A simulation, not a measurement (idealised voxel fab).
process module | voxel transistor to metal
Each square cell in cross-section cut measures 5 nm, and the section as a whole is 195 nm wide.
Format of a cross-section: grid, square cells. Given as bands. Order: top down. Band: one or more rows of cells.
Per band: top height and bottom height in nm, followed by the left-to-right materials and their widths in nm; "throughout" marks a single material spanning edge to edge, "empty" marks empty space.
Heights are reckoned from 0. Under this level, the received wafer is all of one material. The bottommost band is open-ended downward, for example "0 down".
Read "30..40" as a graded width: first number on top, second number at the bottom, same change between each pair of neighbouring rows.
Key: "no change occurred" - step with no changed cell in the cross-section.
"Entrapped voids" specifies each empty space that is not open to the top and that occupies no fewer than 8 cells, using the form width x height at distance, the distance measured from the left edge and all three quantities in nm.
That trailing text on a step's line, after the settings, is the simulator's own remark on the step.
"overlay nm" on a masked step: distance the mask lay right of its planned place, negative for left.
## This section lists the process steps that were planned
| 1 | RECEIVE with material Si |
| 2 | OXIDIZE with depth nm 5 |
| 3 | CONFORMAL_DEP with material SiN, thk nm 15 |
| 4 | MASKED_ETCH with tone cover, mask id ACTIVE, width nm 105, etch materials SiN, depth nm 15, overlay nm 0 |
| 5 | MASKED_ETCH with tone cover, mask id ACTIVE, width nm 105, etch materials SiO2, depth nm 5, overlay nm 0 |
| 6 | MASKED_ETCH with tone cover, mask id ACTIVE, width nm 105, etch materials Si, depth nm 20, overlay nm 0 |
| 7 | FILL_DEP with material SiO2, thk nm 5 |
| 8 | CMP with height nm 15 |
| 9 | SELECTIVE_ETCH with etch materials SiO2, depth nm 5 |
| 10 | STRIP with etch materials SiN |
| 11 | SELECTIVE_ETCH with etch materials SiO2, depth nm 5 |
| 12 | OXIDIZE with depth nm 5 |
| 13 | DIRECTIONAL_DEP with material polySi, thk nm 25 |
| 14 | DIRECTIONAL_DEP with material SiCN, thk nm 10 |
| 15 | DIRECTIONAL_DEP with material aC, thk nm 15 |
| 16 | PATTERN with tone cover, mask id GATE, material resist, width nm 35, thk nm 30, overlay nm 0 |
| 17 | DIRECTIONAL_ETCH with etch materials aC, depth nm 15 |
| 18 | STRIP with etch materials resist |
| 19 | DIRECTIONAL_ETCH with etch materials SiCN, depth nm 20 |
| 20 | DIRECTIONAL_ETCH with etch materials polySi, depth nm 35 |
| 21 | STRIP with etch materials aC |
| 22 | CONFORMAL_DEP with material SiN, thk nm 5 |
| 23 | DIRECTIONAL_ETCH with etch materials SiN, depth nm 5 |
| 24 | DIRECTIONAL_ETCH with etch materials SiO2, depth nm 5 |
| 25 | DIRECTIONAL_ETCH with etch materials Si, depth nm 5 |
| 26 | EPI with material pSi, thk nm 5 |
| 27 | FILL_DEP with material SiO2, thk nm 5 |
| 28 | CMP with height nm 20 |
| 29 | STRIP with etch materials polySi |
| 30 | SELECTIVE_ETCH with etch materials SiO2, depth nm 5 |
| 31 | CONFORMAL_DEP with material HfO2, thk nm 5 |
| 32 | CONFORMAL_DEP with material TiN, thk nm 5 |
| 33 | FILL_DEP with material W, thk nm 5 |
| 34 | CMP with height nm 15 |
| 35 | DIRECTIONAL_DEP with material SiO2, thk nm 10 |
| 36 | PATTERN with tone open, mask id CONTACT, material resist, width nm 15, pitch nm 80, thk nm 20, overlay nm 0 |
| 37 | DIRECTIONAL_ETCH with etch materials SiO2, depth nm 35 |
| 38 | STRIP with etch materials resist |
| 39 | CONFORMAL_DEP with material TiN, thk nm 5 |
| 40 | FILL_DEP with material Ru, thk nm 10 |
| 41 | CMP with height nm 25 |
| 42 | DIRECTIONAL_DEP with material TiN, thk nm 5 |
| 43 | DIRECTIONAL_DEP with material Ru, thk nm 25 |
| 44 | MASKED_ETCH with tone cover, mask id METAL_1, width nm 15, pitch nm 80, etch materials Ru, depth nm 25, overlay nm 0 |
| 45 | MASKED_ETCH with tone cover, mask id METAL_1, width nm 15, pitch nm 80, etch materials TiN, depth nm 5, overlay nm 0 |
| 46 | FILL_DEP with material SiO2, thk nm 5 |
| 47 | CMP with height nm 55 |
| 48 | CONFORMAL_DEP with material SiN, thk nm 5 |
## Account of the first of two wafers, which was processed as intended
## Cross-section of the wafer as it came to us, i.e., already through step 1
* 0 down | Si throughout
* Entrapped voids: none
## after step 2
* 0 to -5 | SiO2 throughout
* No changes below -5.
## after step 3
* 15 to 0 | SiN throughout
* No changes below 0.
## after step 4
* 15 to 0 | empty 45  SiN 105  empty 45
* No changes below 0.
## after step 5
* 15 to 0 | empty 45  SiN 105  empty 45
* 0 to -5 | empty 45  SiO2 105  empty 45
* No changes below -5.
## after step 6
* 15 to 0 | empty 45  SiN 105  empty 45
* 0 to -5 | empty 45  SiO2 105  empty 45
* -5 to -25 | empty 45  Si 105  empty 45
* No changes below -25.
## after step 7
* 20 to 15 | SiO2 throughout
* 15 to 0 | SiO2 45  SiN 105  SiO2 45
* 0 to -5 | SiO2 throughout
* -5 to -25 | SiO2 45  Si 105  SiO2 45
* No changes below -25.
## after step 8
* 15 to 0 | SiO2 45  SiN 105  SiO2 45
* No changes below 0.
## after step 9
* 15 to 10 | empty 45  SiN 105  empty 45
* No changes below 10.
## after step 10
* 10 to 0 | SiO2 45  empty 105  SiO2 45
* No changes below 0.
## after step 11
* 5 to -5 | SiO2 40  empty 115  SiO2 40
* No changes below -5.
## after step 12
* 5 to -5 | SiO2 40  empty 115  SiO2 40
* -5 to -10 | SiO2 throughout
* No changes below -10.
## after step 13
* 30 to 20 | polySi 40  empty 115  polySi 40
* 20 to 5 | polySi throughout
* 5 to -5 | SiO2 40  polySi 115  SiO2 40
* No changes below -5.
## after step 14
* 40 to 30 | SiCN 40  empty 115  SiCN 40
* 30 to 20 | polySi 40  SiCN 115  polySi 40
* No changes below 20.
## after step 15
* 55 to 45 | aC 40  empty 115  aC 40
* 45 to 40 | aC throughout
* 40 to 30 | SiCN 40  aC 115  SiCN 40
* No changes below 30.
## after step 16
* 85 to 55 | empty 80  resist 35  empty 80
* 55 to 45 | aC 40  empty 40  resist 35  empty 40  aC 40
* No changes below 45.
## after step 17
* 70 to 45 | empty 80  resist 35  empty 80
* 45 to 40 | empty 80  aC 35  empty 80
* 40 to 30 | SiCN 40  empty 40  aC 35  empty 40  SiCN 40
* No changes below 30.
## after step 18
* 45 to 40 | empty 80  aC 35  empty 80
* No changes below 40.
## after step 19
* 45 to 30 | empty 80  aC 35  empty 80
* 30 to 20 | polySi 40  empty 40  SiCN 35  empty 40  polySi 40
* No changes below 20.
## after step 20
* 45 to 30 | empty 80  aC 35  empty 80
* 30 to 20 | empty 80  SiCN 35  empty 80
* 20 to 5 | empty 80  polySi 35  empty 80
* 5 to -5 | SiO2 40  empty 40  polySi 35  empty 40  SiO2 40
* No changes below -5.
## after step 21
* 30 to 20 | empty 80  SiCN 35  empty 80
* No changes below 20.
## after step 22
* 35 to 30 | empty 75  SiN 45  empty 75
* 30 to 20 | empty 75  SiN 5  SiCN 35  SiN 5  empty 75
* 20 to 10 | empty 75  SiN 5  polySi 35  SiN 5  empty 75
* 10 to 5 | SiN 45  empty 30  SiN 5  polySi 35  SiN 5  empty 30  SiN 45
* 5 to 0 | SiO2 40  SiN 5  empty 30  SiN 5  polySi 35  SiN 5  empty 30  SiN 5  SiO2 40
* 0 to -5 | SiO2 40  SiN 40  polySi 35  SiN 40  SiO2 40
* No changes below -5.
## after step 23
* 30 to 20 | empty 75  SiN 5  SiCN 35  SiN 5  empty 75
* 20 to 5 | empty 75  SiN 5  polySi 35  SiN 5  empty 75
* 5 to -5 | SiO2 40  SiN 5  empty 30  SiN 5  polySi 35  SiN 5  empty 30  SiN 5  SiO2 40
* No changes below -5.
## after step 24
* 30 to 20 | empty 75  SiN 5  SiCN 35  SiN 5  empty 75
* 20 to 5 | empty 75  SiN 5  polySi 35  SiN 5  empty 75
* 5 to 0 | empty 40  SiN 5  empty 30  SiN 5  polySi 35  SiN 5  empty 30  SiN 5  empty 40
* 0 to -5 | SiO2 40  SiN 5  empty 30  SiN 5  polySi 35  SiN 5  empty 30  SiN 5  SiO2 40
* -5 to -10 | SiO2 45  empty 30  SiO2 45  empty 30  SiO2 45
* No changes below -10.
## after step 25
* 30 to 20 | empty 75  SiN 5  SiCN 35  SiN 5  empty 75
* 20 to 5 | empty 75  SiN 5  polySi 35  SiN 5  empty 75
* 5 to 0 | empty 40  SiN 5  empty 30  SiN 5  polySi 35  SiN 5  empty 30  SiN 5  empty 40
* 0 to -5 | SiO2 40  SiN 5  empty 30  SiN 5  polySi 35  SiN 5  empty 30  SiN 5  SiO2 40
* -5 to -10 | SiO2 45  empty 30  SiO2 45  empty 30  SiO2 45
* -10 to -15 | SiO2 45  empty 30  Si 45  empty 30  SiO2 45
* No changes below -15.
## after step 26
* 30 to 20 | empty 75  SiN 5  SiCN 35  SiN 5  empty 75
* 20 to 5 | empty 75  SiN 5  polySi 35  SiN 5  empty 75
* 5 to 0 | empty 40  SiN 5  empty 30  SiN 5  polySi 35  SiN 5  empty 30  SiN 5  empty 40
* 0 to -5 | SiO2 40  SiN 5  empty 30  SiN 5  polySi 35  SiN 5  empty 30  SiN 5  SiO2 40
* -5 to -10 | SiO2 45  empty 25  pSi 5  SiO2 45  pSi 5  empty 25  SiO2 45
* -10 to -15 | SiO2 45  pSi 30  Si 45  pSi 30  SiO2 45
* No changes below -15.
## after step 27
* 35 to 30 | SiO2 throughout
* 30 to 20 | SiO2 75  SiN 5  SiCN 35  SiN 5  SiO2 75
* 20 to 5 | SiO2 75  SiN 5  polySi 35  SiN 5  SiO2 75
* 5 to -5 | SiO2 40  SiN 5  SiO2 30  SiN 5  polySi 35  SiN 5  SiO2 30  SiN 5  SiO2 40
* -5 to -10 | SiO2 70  pSi 5  SiO2 45  pSi 5  SiO2 70
* No changes below -10.
## after step 28
* 20 to 5 | SiO2 75  SiN 5  polySi 35  SiN 5  SiO2 75
* No changes below 5.
## after step 29
* 20 to 5 | SiO2 75  SiN 5  empty 35  SiN 5  SiO2 75
* 5 to -5 | SiO2 40  SiN 5  SiO2 30  SiN 5  empty 35  SiN 5  SiO2 30  SiN 5  SiO2 40
* No changes below -5.
## after step 30
* 20 to 15 | empty 75  SiN 5  empty 35  SiN 5  empty 75
* 15 to 5 | SiO2 75  SiN 5  empty 35  SiN 5  SiO2 75
* 5 to -5 | SiO2 40  SiN 5  SiO2 30  SiN 5  empty 35  SiN 5  SiO2 30  SiN 5  SiO2 40
* -5 to -10 | SiO2 70  pSi 5  empty 45  pSi 5  SiO2 70
* No changes below -10.
## after step 31
* 25 to 20 | empty 70  HfO2 15  empty 25  HfO2 15  empty 70
* 20 to 15 | HfO2 75  SiN 5  HfO2 5  empty 25  HfO2 5  SiN 5  HfO2 75
* 15 to 5 | SiO2 75  SiN 5  HfO2 5  empty 25  HfO2 5  SiN 5  SiO2 75
* 5 to -5 | SiO2 40  SiN 5  SiO2 30  SiN 5  HfO2 5  empty 25  HfO2 5  SiN 5  SiO2 30  SiN 5  SiO2 40
* -5 to -10 | SiO2 70  pSi 5  HfO2 45  pSi 5  SiO2 70
* No changes below -10.
## after step 32
* 30 to 25 | empty 65  TiN 25  empty 15  TiN 25  empty 65
* 25 to 20 | TiN 70  HfO2 15  TiN 5  empty 15  TiN 5  HfO2 15  TiN 70
* 20 to 15 | HfO2 75  SiN 5  HfO2 5  TiN 5  empty 15  TiN 5  HfO2 5  SiN 5  HfO2 75
* 15 to 5 | SiO2 75  SiN 5  HfO2 5  TiN 5  empty 15  TiN 5  HfO2 5  SiN 5  SiO2 75
* 5 to 0 | SiO2 40  SiN 5  SiO2 30  SiN 5  HfO2 5  TiN 5  empty 15  TiN 5  HfO2 5  SiN 5  SiO2 30  SiN 5  SiO2 40
* 0 to -5 | SiO2 40  SiN 5  SiO2 30  SiN 5  HfO2 5  TiN 25  HfO2 5  SiN 5  SiO2 30  SiN 5  SiO2 40
* No changes below -5.
## after step 33
* 35 to 30 | W throughout
* 30 to 25 | W 65  TiN 25  W 15  TiN 25  W 65
* 25 to 20 | TiN 70  HfO2 15  TiN 5  W 15  TiN 5  HfO2 15  TiN 70
* 20 to 15 | HfO2 75  SiN 5  HfO2 5  TiN 5  W 15  TiN 5  HfO2 5  SiN 5  HfO2 75
* 15 to 5 | SiO2 75  SiN 5  HfO2 5  TiN 5  W 15  TiN 5  HfO2 5  SiN 5  SiO2 75
* 5 to 0 | SiO2 40  SiN 5  SiO2 30  SiN 5  HfO2 5  TiN 5  W 15  TiN 5  HfO2 5  SiN 5  SiO2 30  SiN 5  SiO2 40
* No changes below 0.
## after step 34
* 15 to 5 | SiO2 75  SiN 5  HfO2 5  TiN 5  W 15  TiN 5  HfO2 5  SiN 5  SiO2 75
* No changes below 5.
## after step 35
* 25 to 15 | SiO2 throughout
* No changes below 15.
## after step 36
* 45 to 25 | resist 50  empty 15  resist 65  empty 15  resist 50
* No changes below 25.
## after step 37
* 45 to 25 | resist 50  empty 15  resist 65  empty 15  resist 50
* 25 to 15 | SiO2 50  empty 15  SiO2 65  empty 15  SiO2 50
* 15 to 5 | SiO2 50  empty 15  SiO2 10  SiN 5  HfO2 5  TiN 5  W 15  TiN 5  HfO2 5  SiN 5  SiO2 10  empty 15  SiO2 50
* 5 to 0 | SiO2 40  SiN 5  SiO2 5  empty 15  SiO2 10  SiN 5  HfO2 5  TiN 5  W 15  TiN 5  HfO2 5  SiN 5  SiO2 10  empty 15  SiO2 5  SiN 5  SiO2 40
* 0 to -5 | SiO2 40  SiN 5  SiO2 5  empty 15  SiO2 10  SiN 5  HfO2 5  TiN 25  HfO2 5  SiN 5  SiO2 10  empty 15  SiO2 5  SiN 5  SiO2 40
* -5 to -10 | SiO2 50  empty 15  SiO2 5  pSi 5  HfO2 45  pSi 5  SiO2 5  empty 15  SiO2 50
* No changes below -10.
## after step 38
* 25 to 15 | SiO2 50  empty 15  SiO2 65  empty 15  SiO2 50
* No changes below 15.
## after step 39
* 30 to 25 | TiN 55  empty 5  TiN 75  empty 5  TiN 55
* 25 to 15 | SiO2 50  TiN 5  empty 5  TiN 5  SiO2 65  TiN 5  empty 5  TiN 5  SiO2 50
* 15 to 5 | SiO2 50  TiN 5  empty 5  TiN 5  SiO2 10  SiN 5  HfO2 5  TiN 5  W 15  TiN 5  HfO2 5  SiN 5  SiO2 10  TiN 5  empty 5  TiN 5  SiO2 50
* 5 to 0 | SiO2 40  SiN 5  SiO2 5  TiN 5  empty 5  TiN 5  SiO2 10  SiN 5  HfO2 5  TiN 5  W 15  TiN 5  HfO2 5  SiN 5  SiO2 10  TiN 5  empty 5  TiN 5  SiO2 5  SiN 5  SiO2 40
* 0 to -5 | SiO2 40  SiN 5  SiO2 5  TiN 5  empty 5  TiN 5  SiO2 10  SiN 5  HfO2 5  TiN 25  HfO2 5  SiN 5  SiO2 10  TiN 5  empty 5  TiN 5  SiO2 5  SiN 5  SiO2 40
* -5 to -10 | SiO2 50  TiN 15  SiO2 5  pSi 5  HfO2 45  pSi 5  SiO2 5  TiN 15  SiO2 50
* No changes below -10.
## after step 40
* 40 to 30 | Ru throughout
* 30 to 25 | TiN 55  Ru 5  TiN 75  Ru 5  TiN 55
* 25 to 15 | SiO2 50  TiN 5  Ru 5  TiN 5  SiO2 65  TiN 5  Ru 5  TiN 5  SiO2 50
* 15 to 5 | SiO2 50  TiN 5  Ru 5  TiN 5  SiO2 10  SiN 5  HfO2 5  TiN 5  W 15  TiN 5  HfO2 5  SiN 5  SiO2 10  TiN 5  Ru 5  TiN 5  SiO2 50
* 5 to 0 | SiO2 40  SiN 5  SiO2 5  TiN 5  Ru 5  TiN 5  SiO2 10  SiN 5  HfO2 5  TiN 5  W 15  TiN 5  HfO2 5  SiN 5  SiO2 10  TiN 5  Ru 5  TiN 5  SiO2 5  SiN 5  SiO2 40
* 0 to -5 | SiO2 40  SiN 5  SiO2 5  TiN 5  Ru 5  TiN 5  SiO2 10  SiN 5  HfO2 5  TiN 25  HfO2 5  SiN 5  SiO2 10  TiN 5  Ru 5  TiN 5  SiO2 5  SiN 5  SiO2 40
* No changes below -5.
## after step 41
* 25 to 15 | SiO2 50  TiN 5  Ru 5  TiN 5  SiO2 65  TiN 5  Ru 5  TiN 5  SiO2 50
* No changes below 15.
## after step 42
* 30 to 25 | TiN throughout
* No changes below 25.
## after step 43
* 55 to 30 | Ru throughout
* No changes below 30.
## after step 44
* 55 to 30 | empty 50  Ru 15  empty 65  Ru 15  empty 50
* No changes below 30.
## after step 45
* 55 to 30 | empty 50  Ru 15  empty 65  Ru 15  empty 50
* 30 to 25 | empty 50  TiN 15  empty 65  TiN 15  empty 50
* No changes below 25.
## after step 46
* 60 to 55 | SiO2 throughout
* 55 to 30 | SiO2 50  Ru 15  SiO2 65  Ru 15  SiO2 50
* 30 to 25 | SiO2 50  TiN 15  SiO2 65  TiN 15  SiO2 50
* No changes below 25.
## after step 47
* 55 to 30 | SiO2 50  Ru 15  SiO2 65  Ru 15  SiO2 50
* No changes below 30.
## after step 48
* 60 to 55 | SiN throughout
* No changes below 55.
## Second of two: same start, same plan, one run error; steps up to and including 15 match the first
## Cross-sectional view of the second wafer at the intended end time of process step 16
* 85 to 55 | empty 75  resist 35  empty 85
* 55 to 45 | aC 40  empty 35  resist 35  empty 45  aC 40
* No changes below 45.
## Cross-sectional view of the second wafer at the intended end time of process step 17
* 70 to 45 | empty 75  resist 35  empty 85
* 45 to 40 | empty 75  aC 35  empty 85
* 40 to 30 | SiCN 40  empty 35  aC 35  empty 45  SiCN 40
* No changes below 30.
## Cross-sectional view of the second wafer at the intended end time of process step 18
* 45 to 40 | empty 75  aC 35  empty 85
* No changes below 40.
## Cross-sectional view of the second wafer at the intended end time of process step 19
* 45 to 30 | empty 75  aC 35  empty 85
* 30 to 20 | polySi 40  empty 35  SiCN 35  empty 45  polySi 40
* No changes below 20.
## Cross-sectional view of the second wafer at the intended end time of process step 20
* 45 to 30 | empty 75  aC 35  empty 85
* 30 to 20 | empty 75  SiCN 35  empty 85
* 20 to 5 | empty 75  polySi 35  empty 85
* 5 to -5 | SiO2 40  empty 35  polySi 35  empty 45  SiO2 40
* No changes below -5.
## Cross-sectional view of the second wafer at the intended end time of process step 21
* 30 to 20 | empty 75  SiCN 35  empty 85
* No changes below 20.
## Cross-sectional view of the second wafer at the intended end time of process step 22
* 35 to 30 | empty 70  SiN 45  empty 80
* 30 to 20 | empty 70  SiN 5  SiCN 35  SiN 5  empty 80
* 20 to 10 | empty 70  SiN 5  polySi 35  SiN 5  empty 80
* 10 to 5 | SiN 45  empty 25  SiN 5  polySi 35  SiN 5  empty 35  SiN 45
* 5 to 0 | SiO2 40  SiN 5  empty 25  SiN 5  polySi 35  SiN 5  empty 35  SiN 5  SiO2 40
* 0 to -5 | SiO2 40  SiN 35  polySi 35  SiN 45  SiO2 40
* No changes below -5.
## Cross-sectional view of the second wafer at the intended end time of process step 23
* 30 to 20 | empty 70  SiN 5  SiCN 35  SiN 5  empty 80
* 20 to 5 | empty 70  SiN 5  polySi 35  SiN 5  empty 80
* 5 to -5 | SiO2 40  SiN 5  empty 25  SiN 5  polySi 35  SiN 5  empty 35  SiN 5  SiO2 40
* No changes below -5.
## Cross-sectional view of the second wafer at the intended end time of process step 24
* 30 to 20 | empty 70  SiN 5  SiCN 35  SiN 5  empty 80
* 20 to 5 | empty 70  SiN 5  polySi 35  SiN 5  empty 80
* 5 to 0 | empty 40  SiN 5  empty 25  SiN 5  polySi 35  SiN 5  empty 35  SiN 5  empty 40
* 0 to -5 | SiO2 40  SiN 5  empty 25  SiN 5  polySi 35  SiN 5  empty 35  SiN 5  SiO2 40
* -5 to -10 | SiO2 45  empty 25  SiO2 45  empty 35  SiO2 45
* No changes below -10.
## Cross-sectional view of the second wafer at the intended end time of process step 25
* 30 to 20 | empty 70  SiN 5  SiCN 35  SiN 5  empty 80
* 20 to 5 | empty 70  SiN 5  polySi 35  SiN 5  empty 80
* 5 to 0 | empty 40  SiN 5  empty 25  SiN 5  polySi 35  SiN 5  empty 35  SiN 5  empty 40
* 0 to -5 | SiO2 40  SiN 5  empty 25  SiN 5  polySi 35  SiN 5  empty 35  SiN 5  SiO2 40
* -5 to -10 | SiO2 45  empty 25  SiO2 45  empty 35  SiO2 45
* -10 to -15 | SiO2 45  empty 25  Si 45  empty 35  SiO2 45
* No changes below -15.
## Cross-sectional view of the second wafer at the intended end time of process step 26
* 30 to 20 | empty 70  SiN 5  SiCN 35  SiN 5  empty 80
* 20 to 5 | empty 70  SiN 5  polySi 35  SiN 5  empty 80
* 5 to 0 | empty 40  SiN 5  empty 25  SiN 5  polySi 35  SiN 5  empty 35  SiN 5  empty 40
* 0 to -5 | SiO2 40  SiN 5  empty 25  SiN 5  polySi 35  SiN 5  empty 35  SiN 5  SiO2 40
* -5 to -10 | SiO2 45  empty 20  pSi 5  SiO2 45  pSi 5  empty 30  SiO2 45
* -10 to -15 | SiO2 45  pSi 25  Si 45  pSi 35  SiO2 45
* No changes below -15.
## Cross-sectional view of the second wafer at the intended end time of process step 27
* 35 to 30 | SiO2 throughout
* 30 to 20 | SiO2 70  SiN 5  SiCN 35  SiN 5  SiO2 80
* 20 to 5 | SiO2 70  SiN 5  polySi 35  SiN 5  SiO2 80
* 5 to -5 | SiO2 40  SiN 5  SiO2 25  SiN 5  polySi 35  SiN 5  SiO2 35  SiN 5  SiO2 40
* -5 to -10 | SiO2 65  pSi 5  SiO2 45  pSi 5  SiO2 75
* No changes below -10.
## Cross-sectional view of the second wafer at the intended end time of process step 28
* 20 to 5 | SiO2 70  SiN 5  polySi 35  SiN 5  SiO2 80
* No changes below 5.
## Cross-sectional view of the second wafer at the intended end time of process step 29
* 20 to 5 | SiO2 70  SiN 5  empty 35  SiN 5  SiO2 80
* 5 to -5 | SiO2 40  SiN 5  SiO2 25  SiN 5  empty 35  SiN 5  SiO2 35  SiN 5  SiO2 40
* No changes below -5.
## Cross-sectional view of the second wafer at the intended end time of process step 30
* 20 to 15 | empty 70  SiN 5  empty 35  SiN 5  empty 80
* 15 to 5 | SiO2 70  SiN 5  empty 35  SiN 5  SiO2 80
* 5 to -5 | SiO2 40  SiN 5  SiO2 25  SiN 5  empty 35  SiN 5  SiO2 35  SiN 5  SiO2 40
* -5 to -10 | SiO2 65  pSi 5  empty 45  pSi 5  SiO2 75
* No changes below -10.
## Cross-sectional view of the second wafer at the intended end time of process step 31
* 25 to 20 | empty 65  HfO2 15  empty 25  HfO2 15  empty 75
* 20 to 15 | HfO2 70  SiN 5  HfO2 5  empty 25  HfO2 5  SiN 5  HfO2 80
* 15 to 5 | SiO2 70  SiN 5  HfO2 5  empty 25  HfO2 5  SiN 5  SiO2 80
* 5 to -5 | SiO2 40  SiN 5  SiO2 25  SiN 5  HfO2 5  empty 25  HfO2 5  SiN 5  SiO2 35  SiN 5  SiO2 40
* -5 to -10 | SiO2 65  pSi 5  HfO2 45  pSi 5  SiO2 75
* No changes below -10.
## Cross-sectional view of the second wafer at the intended end time of process step 32
* 30 to 25 | empty 60  TiN 25  empty 15  TiN 25  empty 70
* 25 to 20 | TiN 65  HfO2 15  TiN 5  empty 15  TiN 5  HfO2 15  TiN 75
* 20 to 15 | HfO2 70  SiN 5  HfO2 5  TiN 5  empty 15  TiN 5  HfO2 5  SiN 5  HfO2 80
* 15 to 5 | SiO2 70  SiN 5  HfO2 5  TiN 5  empty 15  TiN 5  HfO2 5  SiN 5  SiO2 80
* 5 to 0 | SiO2 40  SiN 5  SiO2 25  SiN 5  HfO2 5  TiN 5  empty 15  TiN 5  HfO2 5  SiN 5  SiO2 35  SiN 5  SiO2 40
* 0 to -5 | SiO2 40  SiN 5  SiO2 25  SiN 5  HfO2 5  TiN 25  HfO2 5  SiN 5  SiO2 35  SiN 5  SiO2 40
* No changes below -5.
## Cross-sectional view of the second wafer at the intended end time of process step 33
* 35 to 30 | W throughout
* 30 to 25 | W 60  TiN 25  W 15  TiN 25  W 70
* 25 to 20 | TiN 65  HfO2 15  TiN 5  W 15  TiN 5  HfO2 15  TiN 75
* 20 to 15 | HfO2 70  SiN 5  HfO2 5  TiN 5  W 15  TiN 5  HfO2 5  SiN 5  HfO2 80
* 15 to 5 | SiO2 70  SiN 5  HfO2 5  TiN 5  W 15  TiN 5  HfO2 5  SiN 5  SiO2 80
* 5 to 0 | SiO2 40  SiN 5  SiO2 25  SiN 5  HfO2 5  TiN 5  W 15  TiN 5  HfO2 5  SiN 5  SiO2 35  SiN 5  SiO2 40
* No changes below 0.
## Cross-sectional view of the second wafer at the intended end time of process step 34
* 15 to 5 | SiO2 70  SiN 5  HfO2 5  TiN 5  W 15  TiN 5  HfO2 5  SiN 5  SiO2 80
* No changes below 5.
## Cross-sectional view of the second wafer at the intended end time of process step 35
* 25 to 15 | SiO2 throughout
* No changes below 15.
## Cross-sectional view of the second wafer at the intended end time of process step 36
* 45 to 25 | resist 50  empty 15  resist 65  empty 15  resist 50
* No changes below 25.
## Cross-sectional view of the second wafer at the intended end time of process step 37
* 45 to 25 | resist 50  empty 15  resist 65  empty 15  resist 50
* 25 to 15 | SiO2 50  empty 15  SiO2 65  empty 15  SiO2 50
* 15 to 5 | SiO2 50  empty 15  SiO2 5  SiN 5  HfO2 5  TiN 5  W 15  TiN 5  HfO2 5  SiN 5  SiO2 15  empty 15  SiO2 50
* 5 to 0 | SiO2 40  SiN 5  SiO2 5  empty 15  SiO2 5  SiN 5  HfO2 5  TiN 5  W 15  TiN 5  HfO2 5  SiN 5  SiO2 15  empty 15  SiO2 5  SiN 5  SiO2 40
* 0 to -5 | SiO2 40  SiN 5  SiO2 5  empty 15  SiO2 5  SiN 5  HfO2 5  TiN 25  HfO2 5  SiN 5  SiO2 15  empty 15  SiO2 5  SiN 5  SiO2 40
* -5 to -10 | SiO2 50  empty 15  pSi 5  HfO2 45  pSi 5  SiO2 10  empty 15  SiO2 50
* No changes below -10.
## Cross-sectional view of the second wafer at the intended end time of process step 38
* 25 to 15 | SiO2 50  empty 15  SiO2 65  empty 15  SiO2 50
* No changes below 15.
## Cross-sectional view of the second wafer at the intended end time of process step 39
* 30 to 25 | TiN 55  empty 5  TiN 75  empty 5  TiN 55
* 25 to 15 | SiO2 50  TiN 5  empty 5  TiN 5  SiO2 65  TiN 5  empty 5  TiN 5  SiO2 50
* 15 to 5 | SiO2 50  TiN 5  empty 5  TiN 5  SiO2 5  SiN 5  HfO2 5  TiN 5  W 15  TiN 5  HfO2 5  SiN 5  SiO2 15  TiN 5  empty 5  TiN 5  SiO2 50
* 5 to 0 | SiO2 40  SiN 5  SiO2 5  TiN 5  empty 5  TiN 5  SiO2 5  SiN 5  HfO2 5  TiN 5  W 15  TiN 5  HfO2 5  SiN 5  SiO2 15  TiN 5  empty 5  TiN 5  SiO2 5  SiN 5  SiO2 40
* 0 to -5 | SiO2 40  SiN 5  SiO2 5  TiN 5  empty 5  TiN 5  SiO2 5  SiN 5  HfO2 5  TiN 25  HfO2 5  SiN 5  SiO2 15  TiN 5  empty 5  TiN 5  SiO2 5  SiN 5  SiO2 40
* -5 to -10 | SiO2 50  TiN 15  pSi 5  HfO2 45  pSi 5  SiO2 10  TiN 15  SiO2 50
* No changes below -10.
## Cross-sectional view of the second wafer at the intended end time of process step 40
* 40 to 30 | Ru throughout
* 30 to 25 | TiN 55  Ru 5  TiN 75  Ru 5  TiN 55
* 25 to 15 | SiO2 50  TiN 5  Ru 5  TiN 5  SiO2 65  TiN 5  Ru 5  TiN 5  SiO2 50
* 15 to 5 | SiO2 50  TiN 5  Ru 5  TiN 5  SiO2 5  SiN 5  HfO2 5  TiN 5  W 15  TiN 5  HfO2 5  SiN 5  SiO2 15  TiN 5  Ru 5  TiN 5  SiO2 50
* 5 to 0 | SiO2 40  SiN 5  SiO2 5  TiN 5  Ru 5  TiN 5  SiO2 5  SiN 5  HfO2 5  TiN 5  W 15  TiN 5  HfO2 5  SiN 5  SiO2 15  TiN 5  Ru 5  TiN 5  SiO2 5  SiN 5  SiO2 40
* 0 to -5 | SiO2 40  SiN 5  SiO2 5  TiN 5  Ru 5  TiN 5  SiO2 5  SiN 5  HfO2 5  TiN 25  HfO2 5  SiN 5  SiO2 15  TiN 5  Ru 5  TiN 5  SiO2 5  SiN 5  SiO2 40
* No changes below -5.
## Cross-sectional view of the second wafer at the intended end time of process step 41
* 25 to 15 | SiO2 50  TiN 5  Ru 5  TiN 5  SiO2 65  TiN 5  Ru 5  TiN 5  SiO2 50
* No changes below 15.
## Cross-sectional view of the second wafer at the intended end time of process step 42
* 30 to 25 | TiN throughout
* No changes below 25.
## Cross-sectional view of the second wafer at the intended end time of process step 43
* 55 to 30 | Ru throughout
* No changes below 30.
## Cross-sectional view of the second wafer at the intended end time of process step 44
* 55 to 30 | empty 50  Ru 15  empty 65  Ru 15  empty 50
* No changes below 30.
## Cross-sectional view of the second wafer at the intended end time of process step 45
* 55 to 30 | empty 50  Ru 15  empty 65  Ru 15  empty 50
* 30 to 25 | empty 50  TiN 15  empty 65  TiN 15  empty 50
* No changes below 25.
## Cross-sectional view of the second wafer at the intended end time of process step 46
* 60 to 55 | SiO2 throughout
* 55 to 30 | SiO2 50  Ru 15  SiO2 65  Ru 15  SiO2 50
* 30 to 25 | SiO2 50  TiN 15  SiO2 65  TiN 15  SiO2 50
* No changes below 25.
## Cross-sectional view of the second wafer at the intended end time of process step 47
* 55 to 30 | SiO2 50  Ru 15  SiO2 65  Ru 15  SiO2 50
* No changes below 30.
## Cross-sectional view of the second wafer at the intended end time of process step 48
* 60 to 55 | SiN throughout
* No changes below 55.
Here's what went sideways: so step 16 ended up running with a different setting than we planned, it ran as PATTERN with tone cover, mask id GATE, material resist, width nm 35, thk nm 30, overlay nm -5
Comparing end states, the material composition by cell count is preserved from the first wafer to the second, while the locations of the cells are not.
